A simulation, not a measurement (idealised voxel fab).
process module | voxel self aligned vias
cross-section cut | 260 nm wide | cells 5 nm
A cross-section is a grid of square cells, given in bands from the top down. A band is one or more rows of cells.
Each band's line starts with the height of the band's top and of its bottom, in nm. Then come its materials from left to right, each with its width in nm. One material with "throughout" fills the band from edge to edge. "air" is empty space.
Height 0 is the level under which the wafer as received is all one material. The lowest band goes on downwards, as in "0 down".
A width such as "30 to 40" changes by the same amount from each row of cells to the next, from the band's top row to its bottom row.
"no change" after a step means that no cell of the cross-section changed.
closed voids: empty space of 8 cells or more with no open way to the top, each as width x height at its distance from the left edge, in nm
after a step's settings: what the simulator itself notes on the step
overlay nm, on a step with a mask: how far to the right of its planned place the mask lay; to the left if negative
Each pair below shows a cross-section before one step and the cross-section after it, down to the lowest band that changed. The line under each pair gives the step between them, with its settings. The pairs can come from different runs of this module on the same starting wafer, so a pair continues from the pair above only where its "before" says so.
before
  0 down: Si throughout
  closed voids: none
after
  10 to 0: SiO2 throughout
  below 0: unchanged
  closed voids: none
the step between: op CONFORMAL_DEP | material SiO2 | thk nm 10
before: the cross-section after the pair above
after
  15 to 10: SiCN throughout
  below 10: unchanged
  closed voids: none
the step between: op CONFORMAL_DEP | material SiCN | thk nm 5
before: the cross-section after the pair above
after
  45 to 15: lowk throughout
  below 15: unchanged
  closed voids: none
the step between: op DIRECTIONAL_DEP | material lowk | thk nm 30
before: the cross-section after the pair above
after
  60 to 45: aC throughout
  below 45: unchanged
  closed voids: none
the step between: op DIRECTIONAL_DEP | material aC | thk nm 15
before: the cross-section after the pair above
after
  90 to 60: resist 90 | air 20 | resist 40 | air 20 | resist 90
  below 60: unchanged
  closed voids: none
the step between: op PATTERN | tone open | mask id LINES | material resist | width nm 20 | pitch nm 60 | thk nm 30 | overlay nm 0
before: the cross-section after the pair above
after
  75 to 60: resist 90 | air 20 | resist 40 | air 20 | resist 90
  60 to 45: aC 90 | air 20 | aC 40 | air 20 | aC 90
  below 45: unchanged
  closed voids: none
the step between: op DIRECTIONAL_ETCH | etch materials aC | depth nm 15
before: the cross-section after the pair above
after
  60 to 45: aC 90 | air 20 | aC 40 | air 20 | aC 90
  below 45: unchanged
  closed voids: none
the step between: op STRIP | etch materials resist
before: the cross-section after the pair above
after
  60 to 45: aC 90 | air 20 | aC 40 | air 20 | aC 90
  45 to 15: lowk 90 | air 20 | lowk 40 | air 20 | lowk 90
  below 15: unchanged
  closed voids: none
the step between: op DIRECTIONAL_ETCH | etch materials lowk | depth nm 30
before: the cross-section after the pair above
after
  45 to 15: lowk 90 | air 20 | lowk 40 | air 20 | lowk 90
  below 15: unchanged
  closed voids: none
the step between: op STRIP | etch materials aC
before: the cross-section after the pair above
after
  50 to 45: TiN 95 | air 10 | TiN 50 | air 10 | TiN 95
  45 to 20: lowk 90 | TiN 5 | air 10 | TiN 5 | lowk 40 | TiN 5 | air 10 | TiN 5 | lowk 90
  20 to 15: lowk 90 | TiN 20 | lowk 40 | TiN 20 | lowk 90
  below 15: unchanged
  closed voids: none
the step between: op CONFORMAL_DEP | material TiN | thk nm 5
before: the cross-section after the pair above
after
  55 to 50: Ru throughout
  50 to 45: TiN 95 | Ru 10 | TiN 50 | Ru 10 | TiN 95
  45 to 20: lowk 90 | TiN 5 | Ru 10 | TiN 5 | lowk 40 | TiN 5 | Ru 10 | TiN 5 | lowk 90
  below 20: unchanged
  closed voids: none
the step between: op FILL_DEP | material Ru | thk nm 5
before: the cross-section after the pair above
after
  45 to 20: lowk 90 | TiN 5 | Ru 10 | TiN 5 | lowk 40 | TiN 5 | Ru 10 | TiN 5 | lowk 90
  below 20: unchanged
  closed voids: none
the step between: op CMP | height nm 45
before: the cross-section after the pair above
after
  45 to 40: lowk 90 | air 20 | lowk 40 | air 20 | lowk 90
  below 40: unchanged
  closed voids: none
the step between: op SELECTIVE_ETCH | etch materials W Ru TiN | depth nm 5
before: the cross-section after the pair above
after
  50 to 45: SiN throughout
  45 to 40: lowk 90 | SiN 20 | lowk 40 | SiN 20 | lowk 90
  below 40: unchanged
  closed voids: none
the step between: op FILL_DEP | material SiN | thk nm 5
before: the cross-section after the pair above
after
  45 to 40: lowk 90 | SiN 20 | lowk 40 | SiN 20 | lowk 90
  below 40: unchanged
  closed voids: none
the step between: op CMP | height nm 45
before: the cross-section after the pair above
after
  65 to 45: lowk throughout
  below 45: unchanged
  closed voids: none
the step between: op DIRECTIONAL_DEP | material lowk | thk nm 20
before: the cross-section after the pair above
after
  65 to 45: lowk 80 | air 40 | lowk 20 | air 40 | lowk 80
  below 45: unchanged
  closed voids: none
the step between: op MASKED_ETCH | tone open | mask id VIAS | width nm 40 | pitch nm 60 | etch materials lowk | depth nm 20 | overlay nm 0
before: the cross-section after the pair above
after
  65 to 45: lowk 80 | air 40 | lowk 20 | air 40 | lowk 80
  45 to 40: lowk 90 | air 20 | lowk 40 | air 20 | lowk 90
  below 40: unchanged
  closed voids: none
the step between: op MASKED_ETCH | tone open | mask id VIAS | width nm 40 | pitch nm 60 | etch materials SiN | depth nm 5 | overlay nm 0
before: the cross-section after the pair above
after
  70 to 65: TiN 85 | air 30 | TiN 30 | air 30 | TiN 85
  65 to 50: lowk 80 | TiN 5 | air 30 | TiN 5 | lowk 20 | TiN 5 | air 30 | TiN 5 | lowk 80
  50 to 45: lowk 80 | TiN 15 | air 10 | TiN 15 | lowk 20 | TiN 15 | air 10 | TiN 15 | lowk 80
  45 to 40: lowk 90 | TiN 20 | lowk 40 | TiN 20 | lowk 90
  below 40: unchanged
  closed voids: none
the step between: op CONFORMAL_DEP | material TiN | thk nm 5
before: the cross-section after the pair above
after
  75 to 70: W throughout
  70 to 65: TiN 85 | W 30 | TiN 30 | W 30 | TiN 85
  65 to 50: lowk 80 | TiN 5 | W 30 | TiN 5 | lowk 20 | TiN 5 | W 30 | TiN 5 | lowk 80
  50 to 45: lowk 80 | TiN 15 | W 10 | TiN 15 | lowk 20 | TiN 15 | W 10 | TiN 15 | lowk 80
  below 45: unchanged
  closed voids: none
the step between: op FILL_DEP | material W | thk nm 5
before: the cross-section after the pair above
after
  65 to 50: lowk 80 | TiN 5 | W 30 | TiN 5 | lowk 20 | TiN 5 | W 30 | TiN 5 | lowk 80
  below 50: unchanged
  closed voids: none
the step between: op CMP | height nm 65
before: the cross-section after the pair above
after
  70 to 65: SiN throughout
  below 65: unchanged
  closed voids: none
the step between: op CONFORMAL_DEP | material SiN | thk nm 5
before
  0 down: Si throughout
  closed voids: none
after
  5 to 0: SiCN throughout
  below 0: unchanged
  closed voids: none
the step between: op CONFORMAL_DEP | material SiCN | thk nm 5
before: the cross-section after the pair above
after
  35 to 5: lowk throughout
  below 5: unchanged
  closed voids: none
the step between: op DIRECTIONAL_DEP | material lowk | thk nm 30
before: the cross-section after the pair above
after
  50 to 35: aC throughout
  below 35: unchanged
  closed voids: none
the step between: op DIRECTIONAL_DEP | material aC | thk nm 15
before: the cross-section after the pair above
after
  80 to 50: resist 90 | air 20 | resist 40 | air 20 | resist 90
  below 50: unchanged
  closed voids: none
the step between: op PATTERN | tone open | mask id LINES | material resist | width nm 20 | pitch nm 60 | thk nm 30 | overlay nm 0
before: the cross-section after the pair above
after
  65 to 50: resist 90 | air 20 | resist 40 | air 20 | resist 90
  50 to 35: aC 90 | air 20 | aC 40 | air 20 | aC 90
  below 35: unchanged
  closed voids: none
the step between: op DIRECTIONAL_ETCH | etch materials aC | depth nm 15
before: the cross-section after the pair above
after
  50 to 35: aC 90 | air 20 | aC 40 | air 20 | aC 90
  below 35: unchanged
  closed voids: none
the step between: op STRIP | etch materials resist
before: the cross-section after the pair above
after
  50 to 35: aC 90 | air 20 | aC 40 | air 20 | aC 90
  35 to 5: lowk 90 | air 20 | lowk 40 | air 20 | lowk 90
  below 5: unchanged
  closed voids: none
the step between: op DIRECTIONAL_ETCH | etch materials lowk | depth nm 30
before: the cross-section after the pair above
after
  35 to 5: lowk 90 | air 20 | lowk 40 | air 20 | lowk 90
  below 5: unchanged
  closed voids: none
the step between: op STRIP | etch materials aC
before: the cross-section after the pair above
after
  40 to 35: TiN 95 | air 10 | TiN 50 | air 10 | TiN 95
  35 to 10: lowk 90 | TiN 5 | air 10 | TiN 5 | lowk 40 | TiN 5 | air 10 | TiN 5 | lowk 90
  10 to 5: lowk 90 | TiN 20 | lowk 40 | TiN 20 | lowk 90
  below 5: unchanged
  closed voids: none
the step between: op CONFORMAL_DEP | material TiN | thk nm 5
before: the cross-section after the pair above
after
  45 to 40: Ru throughout
  40 to 35: TiN 95 | Ru 10 | TiN 50 | Ru 10 | TiN 95
  35 to 10: lowk 90 | TiN 5 | Ru 10 | TiN 5 | lowk 40 | TiN 5 | Ru 10 | TiN 5 | lowk 90
  below 10: unchanged
  closed voids: none
the step between: op FILL_DEP | material Ru | thk nm 5
before: the cross-section after the pair above
after
  40 to 35: TiN 95 | Ru 10 | TiN 50 | Ru 10 | TiN 95
  below 35: unchanged
  closed voids: none
the step between: op SELECTIVE_ETCH | etch materials W Ru TiN | depth nm 5
before: the cross-section after the pair above
after
  45 to 40: SiN throughout
  below 40: unchanged
  closed voids: none
the step between: op FILL_DEP | material SiN | thk nm 5
before: the cross-section after the pair above
after
  65 to 45: lowk throughout
  below 45: unchanged
  closed voids: none
the step between: op DIRECTIONAL_DEP | material lowk | thk nm 20
before: the cross-section after the pair above
after
  65 to 45: lowk 80 | air 40 | lowk 20 | air 40 | lowk 80
  below 45: unchanged
  closed voids: none
the step between: op MASKED_ETCH | tone open | mask id VIAS | width nm 40 | pitch nm 60 | etch materials lowk | depth nm 20 | overlay nm 0
before: the cross-section after the pair above
after
  65 to 45: lowk 80 | air 40 | lowk 20 | air 40 | lowk 80
  45 to 40: SiN 80 | air 40 | SiN 20 | air 40 | SiN 80
  below 40: unchanged
  closed voids: none
the step between: op MASKED_ETCH | tone open | mask id VIAS | width nm 40 | pitch nm 60 | etch materials SiN | depth nm 5 | overlay nm 0
before: the cross-section after the pair above
after
  70 to 65: TiN 85 | air 30 | TiN 30 | air 30 | TiN 85
  65 to 45: lowk 80 | TiN 5 | air 30 | TiN 5 | lowk 20 | TiN 5 | air 30 | TiN 5 | lowk 80
  45 to 40: SiN 80 | TiN 40 | SiN 20 | TiN 40 | SiN 80
  below 40: unchanged
  closed voids: none
the step between: op CONFORMAL_DEP | material TiN | thk nm 5
before: the cross-section after the pair above
after
  75 to 70: W throughout
  70 to 65: TiN 85 | W 30 | TiN 30 | W 30 | TiN 85
  65 to 45: lowk 80 | TiN 5 | W 30 | TiN 5 | lowk 20 | TiN 5 | W 30 | TiN 5 | lowk 80
  below 45: unchanged
  closed voids: none
the step between: op FILL_DEP | material W | thk nm 5
before: the cross-section after the pair above
after
  65 to 45: lowk 80 | TiN 5 | W 30 | TiN 5 | lowk 20 | TiN 5 | W 30 | TiN 5 | lowk 80
  below 45: unchanged
  closed voids: none
the step between: op CMP | height nm 65
before: the cross-section after the pair above
after
  70 to 65: SiN throughout
  below 65: unchanged
  closed voids: none
the step between: op CONFORMAL_DEP | material SiN | thk nm 5
before
  65 to 45: lowk 80 | air 40 | lowk 20 | air 40 | lowk 80
  45 to 40: lowk 90 | SiN 20 | lowk 40 | SiN 20 | lowk 90
  40 to 20: lowk 90 | TiN 5 | Ru 10 | TiN 5 | lowk 40 | TiN 5 | Ru 10 | TiN 5 | lowk 90
  20 to 15: lowk 90 | TiN 20 | lowk 40 | TiN 20 | lowk 90
  15 to 10: SiCN throughout
  10 to 0: SiO2 throughout
  0 down: Si throughout
  closed voids: none
after
  65 to 45: lowk 80 | air 40 | lowk 20 | air 40 | lowk 80
  45 to 40: lowk 80 | air 10 | SiN 20 | air 10 | lowk 20 | air 10 | SiN 20 | air 10 | lowk 80
  40 to 25: lowk 80 | air 10 | TiN 5 | Ru 10 | TiN 5 | air 10 | lowk 20 | air 10 | TiN 5 | Ru 10 | TiN 5 | air 10 | lowk 80
  below 25: unchanged
  closed voids: none
the step between: op MASKED_ETCH | tone open | mask id VIAS | width nm 40 | pitch nm 60 | etch materials lowk | depth nm 20 | overlay nm 0
before: the cross-section after the pair above
after
  65 to 40: lowk 80 | air 40 | lowk 20 | air 40 | lowk 80
  below 40: unchanged
  closed voids: none
the step between: op MASKED_ETCH | tone open | mask id VIAS | width nm 40 | pitch nm 60 | etch materials SiN | depth nm 5 | overlay nm 0
before: the cross-section after the pair above
after
  70 to 65: TiN 85 | air 30 | TiN 30 | air 30 | TiN 85
  65 to 45: lowk 80 | TiN 5 | air 30 | TiN 5 | lowk 20 | TiN 5 | air 30 | TiN 5 | lowk 80
  45 to 40: lowk 80 | TiN 40 | lowk 20 | TiN 40 | lowk 80
  40 to 25: lowk 80 | TiN 15 | Ru 10 | TiN 15 | lowk 20 | TiN 15 | Ru 10 | TiN 15 | lowk 80
  below 25: unchanged
  closed voids: none
the step between: op CONFORMAL_DEP | material TiN | thk nm 5
before: the cross-section after the pair above
after
  75 to 70: W throughout
  70 to 65: TiN 85 | W 30 | TiN 30 | W 30 | TiN 85
  65 to 45: lowk 80 | TiN 5 | W 30 | TiN 5 | lowk 20 | TiN 5 | W 30 | TiN 5 | lowk 80
  below 45: unchanged
  closed voids: none
the step between: op FILL_DEP | material W | thk nm 5
before: the cross-section after the pair above
after
  65 to 45: lowk 80 | TiN 5 | W 30 | TiN 5 | lowk 20 | TiN 5 | W 30 | TiN 5 | lowk 80
  below 45: unchanged
  closed voids: none
the step between: op CMP | height nm 65
before: the cross-section after the pair above
after
  70 to 65: SiN throughout
  below 65: unchanged
  closed voids: none
the step between: op CONFORMAL_DEP | material SiN | thk nm 5
before
  5 to 0: SiCN throughout
  0 down: Si throughout
  closed voids: none
after
  15 to 5: SiO2 throughout
  below 5: unchanged
  closed voids: none
the step between: op CONFORMAL_DEP | material SiO2 | thk nm 10
before: the cross-section after the pair above
after
  45 to 15: lowk throughout
  below 15: unchanged
  closed voids: none
the step between: op DIRECTIONAL_DEP | material lowk | thk nm 30
before: the cross-section after the pair above
after
  60 to 45: aC throughout
  below 45: unchanged
  closed voids: none
the step between: op DIRECTIONAL_DEP | material aC | thk nm 15
before: the cross-section after the pair above
after
  90 to 60: resist 90 | air 20 | resist 40 | air 20 | resist 90
  below 60: unchanged
  closed voids: none
the step between: op PATTERN | tone open | mask id LINES | material resist | width nm 20 | pitch nm 60 | thk nm 30 | overlay nm 0
before: the cross-section after the pair above
after
  75 to 60: resist 90 | air 20 | resist 40 | air 20 | resist 90
  60 to 45: aC 90 | air 20 | aC 40 | air 20 | aC 90
  below 45: unchanged
  closed voids: none
the step between: op DIRECTIONAL_ETCH | etch materials aC | depth nm 15
before: the cross-section after the pair above
after
  60 to 45: aC 90 | air 20 | aC 40 | air 20 | aC 90
  below 45: unchanged
  closed voids: none
the step between: op STRIP | etch materials resist
before: the cross-section after the pair above
after
  60 to 45: aC 90 | air 20 | aC 40 | air 20 | aC 90
  45 to 15: lowk 90 | air 20 | lowk 40 | air 20 | lowk 90
  below 15: unchanged
  closed voids: none
the step between: op DIRECTIONAL_ETCH | etch materials lowk | depth nm 30
before: the cross-section after the pair above
after
  45 to 15: lowk 90 | air 20 | lowk 40 | air 20 | lowk 90
  below 15: unchanged
  closed voids: none
the step between: op STRIP | etch materials aC
before: the cross-section after the pair above
after
  50 to 45: TiN 95 | air 10 | TiN 50 | air 10 | TiN 95
  45 to 20: lowk 90 | TiN 5 | air 10 | TiN 5 | lowk 40 | TiN 5 | air 10 | TiN 5 | lowk 90
  20 to 15: lowk 90 | TiN 20 | lowk 40 | TiN 20 | lowk 90
  below 15: unchanged
  closed voids: none
the step between: op CONFORMAL_DEP | material TiN | thk nm 5
before: the cross-section after the pair above
after
  55 to 50: Ru throughout
  50 to 45: TiN 95 | Ru 10 | TiN 50 | Ru 10 | TiN 95
  45 to 20: lowk 90 | TiN 5 | Ru 10 | TiN 5 | lowk 40 | TiN 5 | Ru 10 | TiN 5 | lowk 90
  below 20: unchanged
  closed voids: none
the step between: op FILL_DEP | material Ru | thk nm 5
before: the cross-section after the pair above
after
  45 to 20: lowk 90 | TiN 5 | Ru 10 | TiN 5 | lowk 40 | TiN 5 | Ru 10 | TiN 5 | lowk 90
  below 20: unchanged
  closed voids: none
the step between: op CMP | height nm 45
before: the cross-section after the pair above
after
  45 to 40: lowk 90 | air 20 | lowk 40 | air 20 | lowk 90
  below 40: unchanged
  closed voids: none
the step between: op SELECTIVE_ETCH | etch materials W Ru TiN | depth nm 5
before: the cross-section after the pair above
after
  50 to 45: SiN throughout
  45 to 40: lowk 90 | SiN 20 | lowk 40 | SiN 20 | lowk 90
  below 40: unchanged
  closed voids: none
the step between: op FILL_DEP | material SiN | thk nm 5
before: the cross-section after the pair above
after
  45 to 40: lowk 90 | SiN 20 | lowk 40 | SiN 20 | lowk 90
  below 40: unchanged
  closed voids: none
the step between: op CMP | height nm 45
before: the cross-section after the pair above
after
  65 to 45: lowk throughout
  below 45: unchanged
  closed voids: none
the step between: op DIRECTIONAL_DEP | material lowk | thk nm 20
before: the cross-section after the pair above
after
  65 to 45: lowk 80 | air 40 | lowk 20 | air 40 | lowk 80
  below 45: unchanged
  closed voids: none
the step between: op MASKED_ETCH | tone open | mask id VIAS | width nm 40 | pitch nm 60 | etch materials lowk | depth nm 20 | overlay nm 0
before: the cross-section after the pair above
after
  65 to 45: lowk 80 | air 40 | lowk 20 | air 40 | lowk 80
  45 to 40: lowk 90 | air 20 | lowk 40 | air 20 | lowk 90
  below 40: unchanged
  closed voids: none
the step between: op MASKED_ETCH | tone open | mask id VIAS | width nm 40 | pitch nm 60 | etch materials SiN | depth nm 5 | overlay nm 0
before: the cross-section after the pair above
after
  70 to 65: TiN 85 | air 30 | TiN 30 | air 30 | TiN 85
  65 to 50: lowk 80 | TiN 5 | air 30 | TiN 5 | lowk 20 | TiN 5 | air 30 | TiN 5 | lowk 80
  50 to 45: lowk 80 | TiN 15 | air 10 | TiN 15 | lowk 20 | TiN 15 | air 10 | TiN 15 | lowk 80
  45 to 40: lowk 90 | TiN 20 | lowk 40 | TiN 20 | lowk 90
  below 40: unchanged
  closed voids: none
the step between: op CONFORMAL_DEP | material TiN | thk nm 5
before: the cross-section after the pair above
after
  75 to 70: W throughout
  70 to 65: TiN 85 | W 30 | TiN 30 | W 30 | TiN 85
  65 to 50: lowk 80 | TiN 5 | W 30 | TiN 5 | lowk 20 | TiN 5 | W 30 | TiN 5 | lowk 80
  50 to 45: lowk 80 | TiN 15 | W 10 | TiN 15 | lowk 20 | TiN 15 | W 10 | TiN 15 | lowk 80
  below 45: unchanged
  closed voids: none
the step between: op FILL_DEP | material W | thk nm 5
before: the cross-section after the pair above
after
  65 to 50: lowk 80 | TiN 5 | W 30 | TiN 5 | lowk 20 | TiN 5 | W 30 | TiN 5 | lowk 80
  below 50: unchanged
  closed voids: none
the step between: op CMP | height nm 65
before: the cross-section after the pair above
after
  70 to 65: SiN throughout
  below 65: unchanged
  closed voids: none
the step between: op CONFORMAL_DEP | material SiN | thk nm 5
before
  45 to 40: lowk 90 | SiN 20 | lowk 40 | SiN 20 | lowk 90
  40 to 20: lowk 90 | TiN 5 | Ru 10 | TiN 5 | lowk 40 | TiN 5 | Ru 10 | TiN 5 | lowk 90
  20 to 15: lowk 90 | TiN 20 | lowk 40 | TiN 20 | lowk 90
  15 to 10: SiCN throughout
  10 to 0: SiO2 throughout
  0 down: Si throughout
  closed voids: none
after
  55 to 45: lowk throughout
  below 45: unchanged
  closed voids: none
the step between: op DIRECTIONAL_DEP | material lowk | thk nm 10
before: the cross-section after the pair above
after
  55 to 45: lowk 80 | air 40 | lowk 20 | air 40 | lowk 80
  45 to 40: lowk 80 | air 10 | SiN 20 | air 10 | lowk 20 | air 10 | SiN 20 | air 10 | lowk 80
  40 to 35: lowk 80 | air 10 | TiN 5 | Ru 10 | TiN 5 | air 10 | lowk 20 | air 10 | TiN 5 | Ru 10 | TiN 5 | air 10 | lowk 80
  below 35: unchanged
  closed voids: none
the step between: op MASKED_ETCH | tone open | mask id VIAS | width nm 40 | pitch nm 60 | etch materials lowk | depth nm 20 | overlay nm 0
before: the cross-section after the pair above
after
  55 to 40: lowk 80 | air 40 | lowk 20 | air 40 | lowk 80
  below 40: unchanged
  closed voids: none
the step between: op MASKED_ETCH | tone open | mask id VIAS | width nm 40 | pitch nm 60 | etch materials SiN | depth nm 5 | overlay nm 0
before: the cross-section after the pair above
after
  60 to 55: TiN 85 | air 30 | TiN 30 | air 30 | TiN 85
  55 to 45: lowk 80 | TiN 5 | air 30 | TiN 5 | lowk 20 | TiN 5 | air 30 | TiN 5 | lowk 80
  45 to 40: lowk 80 | TiN 40 | lowk 20 | TiN 40 | lowk 80
  40 to 35: lowk 80 | TiN 15 | Ru 10 | TiN 15 | lowk 20 | TiN 15 | Ru 10 | TiN 15 | lowk 80
  below 35: unchanged
  closed voids: none
the step between: op CONFORMAL_DEP | material TiN | thk nm 5
before: the cross-section after the pair above
after
  65 to 60: W throughout
  60 to 55: TiN 85 | W 30 | TiN 30 | W 30 | TiN 85
  55 to 45: lowk 80 | TiN 5 | W 30 | TiN 5 | lowk 20 | TiN 5 | W 30 | TiN 5 | lowk 80
  below 45: unchanged
  closed voids: none
the step between: op FILL_DEP | material W | thk nm 5
before: the cross-section after the pair above
after
  70 to 65: SiN throughout
  below 65: unchanged
  closed voids: none
the step between: op CONFORMAL_DEP | material SiN | thk nm 5
before
  65 to 45: lowk throughout
  45 to 40: lowk 90 | SiN 20 | lowk 40 | SiN 20 | lowk 90
  40 to 20: lowk 90 | TiN 5 | Ru 10 | TiN 5 | lowk 40 | TiN 5 | Ru 10 | TiN 5 | lowk 90
  20 to 15: lowk 90 | TiN 20 | lowk 40 | TiN 20 | lowk 90
  15 to 10: SiCN throughout
  10 to 0: SiO2 throughout
  0 down: Si throughout
  closed voids: none
after
  65 to 45: lowk 85 | air 30 | lowk 30 | air 30 | lowk 85
  below 45: unchanged
  closed voids: none
the step between: op MASKED_ETCH | tone open | mask id VIAS | width nm 30 | pitch nm 60 | etch materials lowk | depth nm 20 | overlay nm 0
before: the cross-section after the pair above
after
  65 to 45: lowk 85 | air 30 | lowk 30 | air 30 | lowk 85
  45 to 40: lowk 90 | air 20 | lowk 40 | air 20 | lowk 90
  below 40: unchanged
  closed voids: none
the step between: op MASKED_ETCH | tone open | mask id VIAS | width nm 40 | pitch nm 60 | etch materials SiN | depth nm 5 | overlay nm 0
before: the cross-section after the pair above
after
  70 to 65: TiN 90 | air 20 | TiN 40 | air 20 | TiN 90
  65 to 50: lowk 85 | TiN 5 | air 20 | TiN 5 | lowk 30 | TiN 5 | air 20 | TiN 5 | lowk 85
  50 to 45: lowk 85 | TiN 10 | air 10 | TiN 10 | lowk 30 | TiN 10 | air 10 | TiN 10 | lowk 85
  45 to 40: lowk 90 | TiN 20 | lowk 40 | TiN 20 | lowk 90
  below 40: unchanged
  closed voids: none
the step between: op CONFORMAL_DEP | material TiN | thk nm 5
before: the cross-section after the pair above
after
  75 to 70: W throughout
  70 to 65: TiN 90 | W 20 | TiN 40 | W 20 | TiN 90
  65 to 50: lowk 85 | TiN 5 | W 20 | TiN 5 | lowk 30 | TiN 5 | W 20 | TiN 5 | lowk 85
  50 to 45: lowk 85 | TiN 10 | W 10 | TiN 10 | lowk 30 | TiN 10 | W 10 | TiN 10 | lowk 85
  below 45: unchanged
  closed voids: none
the step between: op FILL_DEP | material W | thk nm 5
before: the cross-section after the pair above
after
  65 to 50: lowk 85 | TiN 5 | W 20 | TiN 5 | lowk 30 | TiN 5 | W 20 | TiN 5 | lowk 85
  below 50: unchanged
  closed voids: none
the step between: op CMP | height nm 65
before: the cross-section after the pair above
after
  70 to 65: SiN throughout
  below 65: unchanged
  closed voids: none
the step between: op CONFORMAL_DEP | material SiN | thk nm 5
before
  65 to 45: lowk throughout
  45 to 40: lowk 90 | SiN 20 | lowk 40 | SiN 20 | lowk 90
  40 to 20: lowk 90 | TiN 5 | Ru 10 | TiN 5 | lowk 40 | TiN 5 | Ru 10 | TiN 5 | lowk 90
  20 to 15: lowk 90 | TiN 20 | lowk 40 | TiN 20 | lowk 90
  15 to 10: SiCN throughout
  10 to 0: SiO2 throughout
  0 down: Si throughout
  closed voids: none
after
  65 to 45: lowk 70 | air 40 | lowk 20 | air 40 | lowk 90
  below 45: unchanged
  closed voids: none
the step between: op MASKED_ETCH | tone open | mask id VIAS | width nm 40 | pitch nm 60 | etch materials lowk | depth nm 20 | overlay nm -10
before: the cross-section after the pair above
after
  65 to 45: lowk 70 | air 40 | lowk 20 | air 40 | lowk 90
  45 to 40: lowk 90 | air 20 | lowk 40 | air 20 | lowk 90
  below 40: unchanged
  closed voids: none
the step between: op MASKED_ETCH | tone open | mask id VIAS | width nm 40 | pitch nm 60 | etch materials SiN | depth nm 5 | overlay nm 0
before: the cross-section after the pair above
after
  70 to 65: TiN 75 | air 30 | TiN 30 | air 30 | TiN 95
  65 to 50: lowk 70 | TiN 5 | air 30 | TiN 5 | lowk 20 | TiN 5 | air 30 | TiN 5 | lowk 90
  50 to 45: lowk 70 | TiN 25 | air 10 | TiN 5 | lowk 20 | TiN 25 | air 10 | TiN 5 | lowk 90
  45 to 40: lowk 90 | TiN 20 | lowk 40 | TiN 20 | lowk 90
  below 40: unchanged
  closed voids: none
the step between: op CONFORMAL_DEP | material TiN | thk nm 5
before: the cross-section after the pair above
after
  75 to 70: W throughout
  70 to 65: TiN 75 | W 30 | TiN 30 | W 30 | TiN 95
  65 to 50: lowk 70 | TiN 5 | W 30 | TiN 5 | lowk 20 | TiN 5 | W 30 | TiN 5 | lowk 90
  50 to 45: lowk 70 | TiN 25 | W 10 | TiN 5 | lowk 20 | TiN 25 | W 10 | TiN 5 | lowk 90
  below 45: unchanged
  closed voids: none
the step between: op FILL_DEP | material W | thk nm 5
before: the cross-section after the pair above
after
  65 to 50: lowk 70 | TiN 5 | W 30 | TiN 5 | lowk 20 | TiN 5 | W 30 | TiN 5 | lowk 90
  below 50: unchanged
  closed voids: none
the step between: op CMP | height nm 65
before: the cross-section after the pair above
after
  70 to 65: SiN throughout
  below 65: unchanged
  closed voids: none
the step between: op CONFORMAL_DEP | material SiN | thk nm 5
before
  0 down: Si throughout
  closed voids: none
after
  10 to 0: aC throughout
  below 0: unchanged
  closed voids: none
the step between: op CONFORMAL_DEP | material aC | thk nm 10
before: the cross-section after the pair above
after
  15 to 10: SiCN throughout
  below 10: unchanged
  closed voids: none
the step between: op CONFORMAL_DEP | material SiCN | thk nm 5
before: the cross-section after the pair above
after
  45 to 15: lowk throughout
  below 15: unchanged
  closed voids: none
the step between: op DIRECTIONAL_DEP | material lowk | thk nm 30
before: the cross-section after the pair above
after
  60 to 45: aC throughout
  below 45: unchanged
  closed voids: none
the step between: op DIRECTIONAL_DEP | material aC | thk nm 15
before: the cross-section after the pair above
after
  90 to 60: resist 90 | air 20 | resist 40 | air 20 | resist 90
  below 60: unchanged
  closed voids: none
the step between: op PATTERN | tone open | mask id LINES | material resist | width nm 20 | pitch nm 60 | thk nm 30 | overlay nm 0
before: the cross-section after the pair above
after
  75 to 60: resist 90 | air 20 | resist 40 | air 20 | resist 90
  60 to 45: aC 90 | air 20 | aC 40 | air 20 | aC 90
  below 45: unchanged
  closed voids: none
the step between: op DIRECTIONAL_ETCH | etch materials aC | depth nm 15
before: the cross-section after the pair above
after
  60 to 45: aC 90 | air 20 | aC 40 | air 20 | aC 90
  below 45: unchanged
  closed voids: none
the step between: op STRIP | etch materials resist
before: the cross-section after the pair above
after
  60 to 45: aC 90 | air 20 | aC 40 | air 20 | aC 90
  45 to 15: lowk 90 | air 20 | lowk 40 | air 20 | lowk 90
  below 15: unchanged
  closed voids: none
the step between: op DIRECTIONAL_ETCH | etch materials lowk | depth nm 30
before: the cross-section after the pair above
after
  45 to 15: lowk 90 | air 20 | lowk 40 | air 20 | lowk 90
  below 15: unchanged
  closed voids: none
the step between: op STRIP | etch materials aC
before: the cross-section after the pair above
after
  50 to 45: TiN 95 | air 10 | TiN 50 | air 10 | TiN 95
  45 to 20: lowk 90 | TiN 5 | air 10 | TiN 5 | lowk 40 | TiN 5 | air 10 | TiN 5 | lowk 90
  20 to 15: lowk 90 | TiN 20 | lowk 40 | TiN 20 | lowk 90
  below 15: unchanged
  closed voids: none
the step between: op CONFORMAL_DEP | material TiN | thk nm 5
before: the cross-section after the pair above
after
  55 to 50: Ru throughout
  50 to 45: TiN 95 | Ru 10 | TiN 50 | Ru 10 | TiN 95
  45 to 20: lowk 90 | TiN 5 | Ru 10 | TiN 5 | lowk 40 | TiN 5 | Ru 10 | TiN 5 | lowk 90
  below 20: unchanged
  closed voids: none
the step between: op FILL_DEP | material Ru | thk nm 5
before: the cross-section after the pair above
after
  45 to 20: lowk 90 | TiN 5 | Ru 10 | TiN 5 | lowk 40 | TiN 5 | Ru 10 | TiN 5 | lowk 90
  below 20: unchanged
  closed voids: none
the step between: op CMP | height nm 45
before: the cross-section after the pair above
after
  45 to 40: lowk 90 | air 20 | lowk 40 | air 20 | lowk 90
  below 40: unchanged
  closed voids: none
the step between: op SELECTIVE_ETCH | etch materials W Ru TiN | depth nm 5
before: the cross-section after the pair above
after
  50 to 45: SiN throughout
  45 to 40: lowk 90 | SiN 20 | lowk 40 | SiN 20 | lowk 90
  below 40: unchanged
  closed voids: none
the step between: op FILL_DEP | material SiN | thk nm 5
before: the cross-section after the pair above
after
  45 to 40: lowk 90 | SiN 20 | lowk 40 | SiN 20 | lowk 90
  below 40: unchanged
  closed voids: none
the step between: op CMP | height nm 45
before: the cross-section after the pair above
after
  65 to 45: lowk throughout
  below 45: unchanged
  closed voids: none
the step between: op DIRECTIONAL_DEP | material lowk | thk nm 20
before: the cross-section after the pair above
after
  65 to 45: lowk 80 | air 40 | lowk 20 | air 40 | lowk 80
  below 45: unchanged
  closed voids: none
the step between: op MASKED_ETCH | tone open | mask id VIAS | width nm 40 | pitch nm 60 | etch materials lowk | depth nm 20 | overlay nm 0
before: the cross-section after the pair above
after
  65 to 45: lowk 80 | air 40 | lowk 20 | air 40 | lowk 80
  45 to 40: lowk 90 | air 20 | lowk 40 | air 20 | lowk 90
  below 40: unchanged
  closed voids: none
the step between: op MASKED_ETCH | tone open | mask id VIAS | width nm 40 | pitch nm 60 | etch materials SiN | depth nm 5 | overlay nm 0
